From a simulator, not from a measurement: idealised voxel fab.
Presented below is a process module, voxel self aligned contacts.
In the cross-section labelled cut, the width is 150 nm and each square cell is 5 nm.
Cross-section layout: square cells on a grid; listed as bands, top to bottom; a band spans one or more cell rows.
Within each band entry, the heights of the top and of the bottom of the band appear first, in that order and in nm; the materials of the band then follow from left to right, each with its corresponding width in nm. The designation "edge to edge" on a single material indicates that it fills the band from edge to edge; the designation "blank" indicates empty space.
Ref level 0: as-received wafer is one material below here. Bottom band extends down with no lower bound ("from 0 down").
Think of "30..40" as a width that walks from the first number to the second as you go down the band, top row to bottom row, taking equal-sized steps from row to row.
What does "no change" mean for a step? It means no cell of the cross-section changed in that step.
Closed-off voids of 8+ cells (no open route to the top) go in "Enclosed internal voids", written width x height at distance from the left edge, in nm.
On a step's line, text after the settings is the simulator commenting on that step.
overlay nm, on a step with a mask: how far to the right of its planned place the mask lay; to the left if negative
Process steps - plan
1. RECEIVE, material Si
2. OXIDIZE, depth nm 5
3. DIRECTIONAL_DEP, material polySi, thk nm 20
4. DIRECTIONAL_DEP, material SiN, thk nm 20
5. MASKED_ETCH, tone cover, mask id GATE, width nm 35, pitch nm 65, etch materials SiN, depth nm 20, overlay nm 0
6. MASKED_ETCH, tone cover, mask id GATE, width nm 35, pitch nm 65, etch materials polySi, depth nm 20, overlay nm 0
7. CONFORMAL_DEP, material SiN, thk nm 5
8. DIRECTIONAL_ETCH, etch materials SiN, depth nm 5
9. FILL_DEP, material SiO2, thk nm 20
10. CMP, height nm 50
11. MASKED_ETCH, tone open, mask id CONTACT, width nm 40, etch materials SiO2, depth nm 55, overlay nm 0
12. CONFORMAL_DEP, material TiN, thk nm 5
13. FILL_DEP, material Ru, thk nm 5
14. CMP, height nm 50
15. CONFORMAL_DEP, material SiN, thk nm 5
Incoming wafer in cross-section (state: after step 1)
from 0 down = Si edge to edge
Enclosed internal voids: none
Same starting wafer, same plan as above, one mistake in the execution; this is the cross-section at the end of the module
from 55 to 50 = SiN edge to edge
from 50 to 40 = Ru: 50..15 | TiN: 5..40 | SiO2: 40 | TiN: 5..40 | Ru: 50..15
from 40 to 20 = Ru: 15 | TiN: 5 | SiN: 45 | SiO2: 20 | SiN: 45 | TiN: 5 | Ru: 15
from 20 to 0 = Ru: 15 | TiN: 5 | SiN: 5 | polySi: 35 | SiN: 5 | SiO2: 20 | SiN: 5 | polySi: 35 | SiN: 5 | TiN: 5 | Ru: 15
from 0 to -5 = TiN: 20 | SiO2: 110 | TiN: 20
from -5 down = Si edge to edge
Enclosed internal voids: none
What went wrong in running the wafer? step 11 did not use the planned setting and instead ran as MASKED_ETCH, tone cover, mask id CONTACT, width nm 40, etch materials SiO2, depth nm 55, overlay nm 0
